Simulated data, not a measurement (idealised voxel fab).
Name of the process module below: voxel capacitor over wiring
Pictured: cross-section cut, 245 nm wide, on a grid of 5 nm square cells.
We lay out every cross-section as a grid of square cells and spell it out in bands from the top down, where one band means one or more rows of cells.
Band: top height; bottom height; in nm. Then, left to right: material with width in nm, for each material. "everywhere": a single material spanning edge to edge. "blank": empty space.
Ref level 0: as-received wafer is one material below here. Bottom band extends down with no lower bound ("0 nm and below").
It should be noted that a width expressed as "30..40" varies in equal increments from row to row of cells within the band, taking the value of the first number at the top row and that of the second number at the bottom row.
Where the words "same as before" appear for a step, the cross-section shows no cell changed by that step; every cell remained as before.
You'll see "Sealed voids" listing empty spaces that have no way open to the top, as long as they're 8 cells or more; the notation is width x height at distance, where the distance is from the left edge, and all of it is in nm.
Heads up: the bit after the settings on a step's line is the simulator's remark on that step.
overlay nm: for a step with a mask, the amount by which the mask lay right of where it was planned; a negative amount means left of it.

Here's what the planned process steps look like:
- 1: op RECEIVE | material Si
- 2: op CONFORMAL_DEP | material SiO2 | thk nm 15
- 3: op CONFORMAL_DEP | material SiN | thk nm 5
- 4: op DIRECTIONAL_DEP | material SiO2 | thk nm 25
- 5: op DIRECTIONAL_DEP | material aC | thk nm 10
- 6: op PATTERN | tone open | mask id METAL_1 | material resist | width nm 30 | pitch nm 95 | thk nm 30 | overlay nm 0
- 7: op DIRECTIONAL_ETCH | etch materials aC | depth nm 10
- 8: op STRIP | etch materials resist
- 9: op DIRECTIONAL_ETCH | etch materials SiO2 | depth nm 25
- 10: op DIRECTIONAL_ETCH | etch materials SiN | depth nm 5
- 11: op STRIP | etch materials aC
- 12: op CONFORMAL_DEP | material TiN | thk nm 5
- 13: op FILL_DEP | material Cu | thk nm 10
- 14: op CMP | height nm 45
- 15: op CONFORMAL_DEP | material SiCN | thk nm 5
- 16: op DIRECTIONAL_DEP | material SiO2 | thk nm 15
- 17: op PATTERN | tone open | mask id PLUG_1 | material resist | width nm 15 | thk nm 20 | overlay nm 0
- 18: op DIRECTIONAL_ETCH | etch materials SiO2 | depth nm 15
- 19: op DIRECTIONAL_ETCH | etch materials SiCN | depth nm 5
- 20: op STRIP | etch materials resist
- 21: op CONFORMAL_DEP | material TiN | thk nm 5
- 22: op FILL_DEP | material Cu | thk nm 10
- 23: op CMP | height nm 65
- 24: op DIRECTIONAL_DEP | material TiN | thk nm 10
- 25: op DIRECTIONAL_DEP | material HfO2 | thk nm 5
- 26: op DIRECTIONAL_DEP | material TiN | thk nm 5
- 27: op PATTERN | tone cover | mask id UPPER_PLATE | material resist | width nm 70 | thk nm 15 | overlay nm 0
- 28: op DIRECTIONAL_ETCH | etch materials TiN | depth nm 5
- 29: op DIRECTIONAL_ETCH | etch materials HfO2 | depth nm 5
- 30: op STRIP | etch materials resist
- 31: op DIRECTIONAL_DEP | material aC | thk nm 10
- 32: op PATTERN | tone cover | mask id LOWER_PLATE | material resist | width nm 80 | thk nm 30 | overlay nm 0
- 33: op DIRECTIONAL_ETCH | etch materials aC | depth nm 10
- 34: op STRIP | etch materials resist
- 35: op DIRECTIONAL_ETCH | etch materials TiN | depth nm 10
- 36: op STRIP | etch materials aC
- 37: op FILL_DEP | material SiO2 | thk nm 15
- 38: op CMP | height nm 95
- 39: op DIRECTIONAL_DEP | material aC | thk nm 15
- 40: op PATTERN | tone open | mask id PLUG_2 | material resist | width nm 15 | thk nm 35 | overlay nm 0
- 41: op DIRECTIONAL_ETCH | etch materials aC | depth nm 15
- 42: op STRIP | etch materials resist
- 43: op DIRECTIONAL_ETCH | etch materials SiO2 | depth nm 10
- 44: op STRIP | etch materials aC
- 45: op CONFORMAL_DEP | material TiN | thk nm 5
- 46: op FILL_DEP | material W | thk nm 10
- 47: op CMP | height nm 95
- 48: op CONFORMAL_DEP | material SiN | thk nm 5

as received, after step 1:
> 0 nm and below  Si everywhere
> Sealed voids: none

End-of-module XS, first of two wafers, run as planned:
> 100 nm to 95 nm  SiN everywhere
> 95 nm to 90 nm  85 SiO2, then 5 TiN, then 5 W, then 5 TiN, then 145 SiO2
> 90 nm to 80 nm  85..75 SiO2, then 15..70 TiN, then 145..100 SiO2
> 80 nm to 75 nm  75 SiO2, then 70 HfO2, then 100 SiO2
> 75 nm to 65 nm  70 SiO2, then 80 TiN, then 95 SiO2
> 65 nm to 50 nm  75 SiO2, then 5 TiN, then 5 Cu, then 5 TiN, then 155 SiO2
> 50 nm to 45 nm  75 SiCN, then 15 TiN, then 155 SiCN
> 45 nm to 20 nm  60 SiO2, then 5 TiN, then 20 Cu, then 5 TiN, then 65 SiO2, then 5 TiN, then 20 Cu, then 5 TiN, then 60 SiO2
> 20 nm to 15 nm  60 SiN, then 30 TiN, then 65 SiN, then 30 TiN, then 60 SiN
> 15 nm to 0 nm  SiO2 everywhere
> 0 nm and below  Si everywhere
> Sealed voids: none

Wafer two cross-section, module end. Start and plan unchanged from wafer one; one mistake made during the run:
> 100 nm to 95 nm  SiN everywhere
> 95 nm to 90 nm  85 SiO2, then 5 TiN, then 10 W, then 5 TiN, then 140 SiO2
> 90 nm to 80 nm  85..75 SiO2, then 20..70 TiN, then 140..100 SiO2
> 80 nm to 75 nm  75 SiO2, then 70 HfO2, then 100 SiO2
> 75 nm to 65 nm  70 SiO2, then 80 TiN, then 95 SiO2
> 65 nm to 50 nm  75 SiO2, then 5 TiN, then 5 Cu, then 5 TiN, then 155 SiO2
> 50 nm to 45 nm  75 SiCN, then 15 TiN, then 155 SiCN
> 45 nm to 20 nm  60 SiO2, then 5 TiN, then 20 Cu, then 5 TiN, then 65 SiO2, then 5 TiN, then 20 Cu, then 5 TiN, then 60 SiO2
> 20 nm to 15 nm  60 SiN, then 30 TiN, then 65 SiN, then 30 TiN, then 60 SiN
> 15 nm to 0 nm  SiO2 everywhere
> 0 nm and below  Si everywhere
> Sealed voids: none
Which mistake was made when the wafer was run? off-plan run, step 40, actual operation and settings op PATTERN | tone open | mask id PLUG_2 | material resist | width nm 20 | thk nm 35 | overlay nm 0
Upon completion, the second wafer contains, in terms of cells, a greater or smaller amount of certain materials than the first wafer: SiO2: 2 fewer, TiN: 1 more, W: 1 more
